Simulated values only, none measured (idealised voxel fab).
process module | voxel ribs on slabs
cross-section cut | 200 nm wide | cells 5 nm
A cross-section is a grid of square cells, given in bands from the top down. A band is one or more rows of cells.
Each band's line starts with the height of the band's top and of its bottom, in nm. Then come its materials from left to right, each with its width in nm. One material with "throughout" fills the band from edge to edge. "air" is empty space.
Height 0 is the level under which the wafer as received is all one material. The lowest band goes on downwards, as in "0 down".
A width such as "30 to 40" changes by the same amount from each row of cells to the next, from the band's top row to its bottom row.
"no change" after a step means that no cell of the cross-section changed.
closed voids: empty space of 8 cells or more with no open way to the top, each as width x height at its distance from the left edge, in nm
after a step's settings: what the simulator itself notes on the step
overlay nm, on a step with a mask: how far to the right of its planned place the mask lay; to the left if negative
plan
1 op RECEIVE | material Si
2 op DIRECTIONAL_DEP | material SiO2 | thk nm 30
3 op DIRECTIONAL_DEP | material SiN | thk nm 25
4 op MASKED_ETCH | tone cover | mask id RIB | width nm 20 | etch materials SiN | depth nm 5 | overlay nm 0
5 op PATTERN | tone cover | mask id SLAB | material resist | width nm 80 | thk nm 20 | overlay nm 0
6 op DIRECTIONAL_ETCH | etch materials SiN | depth nm 20
7 op STRIP | etch materials resist
8 op FILL_DEP | material SiO2 | thk nm 15
9 op CMP | height nm 65
10 op DIRECTIONAL_DEP | material TiN | thk nm 10
11 op MASKED_ETCH | tone cover | mask id HEATER | width nm 30 | etch materials TiN | depth nm 10 | overlay nm 0
12 op CONFORMAL_DEP | material SiN | thk nm 10
first wafer, as planned
as received, after step 1
  0 down: Si throughout
  closed voids: none
after step 2
  30 to 0: SiO2 throughout
  below 0: unchanged
after step 3
  55 to 30: SiN throughout
  below 30: unchanged
after step 4
  55 to 50: air 90 | SiN 20 | air 90
  below 50: unchanged
after step 5
  75 to 55: air 60 | resist 80 | air 60
  55 to 50: air 60 | resist 30 | SiN 20 | resist 30 | air 60
  below 50: unchanged
after step 6
  75 to 55: air 60 | resist 80 | air 60
  55 to 50: air 60 | resist 30 | SiN 20 | resist 30 | air 60
  50 to 30: air 60 | SiN 80 | air 60
  below 30: unchanged
after step 7
  55 to 50: air 90 | SiN 20 | air 90
  below 50: unchanged
after step 8
  70 to 55: SiO2 throughout
  55 to 50: SiO2 90 | SiN 20 | SiO2 90
  50 to 30: SiO2 60 | SiN 80 | SiO2 60
  below 30: unchanged
after step 9
  65 to 55: SiO2 throughout
  below 55: unchanged
after step 10
  75 to 65: TiN throughout
  below 65: unchanged
after step 11
  75 to 65: air 85 | TiN 30 | air 85
  below 65: unchanged
after step 12
  85 to 75: air 75 | SiN 50 | air 75
  75 to 65: SiN 85 | TiN 30 | SiN 85
  below 65: unchanged
second wafer: like start, like plan, one mistake. Through step 2 it matches the first wafer
when step 3 should have ended
  80 to 30: SiN throughout
  below 30: unchanged
when step 4 should have ended
  80 to 75: air 90 | SiN 20 | air 90
  below 75: unchanged
when step 5 should have ended
  100 to 80: air 60 | resist 80 | air 60
  80 to 75: air 60 | resist 30 | SiN 20 | resist 30 | air 60
  below 75: unchanged
when step 6 should have ended
  100 to 80: air 60 | resist 80 | air 60
  80 to 75: air 60 | resist 30 | SiN 20 | resist 30 | air 60
  75 to 55: air 60 | SiN 80 | air 60
  below 55: unchanged
when step 7 should have ended
  80 to 75: air 90 | SiN 20 | air 90
  below 75: unchanged
when step 8 should have ended
  95 to 80: SiO2 throughout
  80 to 75: SiO2 90 | SiN 20 | SiO2 90
  75 to 55: SiO2 60 | SiN 80 | SiO2 60
  below 55: unchanged
when step 9 should have ended
  65 to 55: SiO2 60 | SiN 80 | SiO2 60
  below 55: unchanged
when step 10 should have ended
  75 to 65: TiN throughout
  below 65: unchanged
when step 11 should have ended
  75 to 65: air 85 | TiN 30 | air 85
  below 65: unchanged
when step 12 should have ended
  85 to 75: air 75 | SiN 50 | air 75
  75 to 65: SiN 85 | TiN 30 | SiN 85
  below 65: unchanged
what went wrong: step 3 was run twice
at the end the second wafer has, in cells: 164 more of SiN | 164 fewer of SiO2
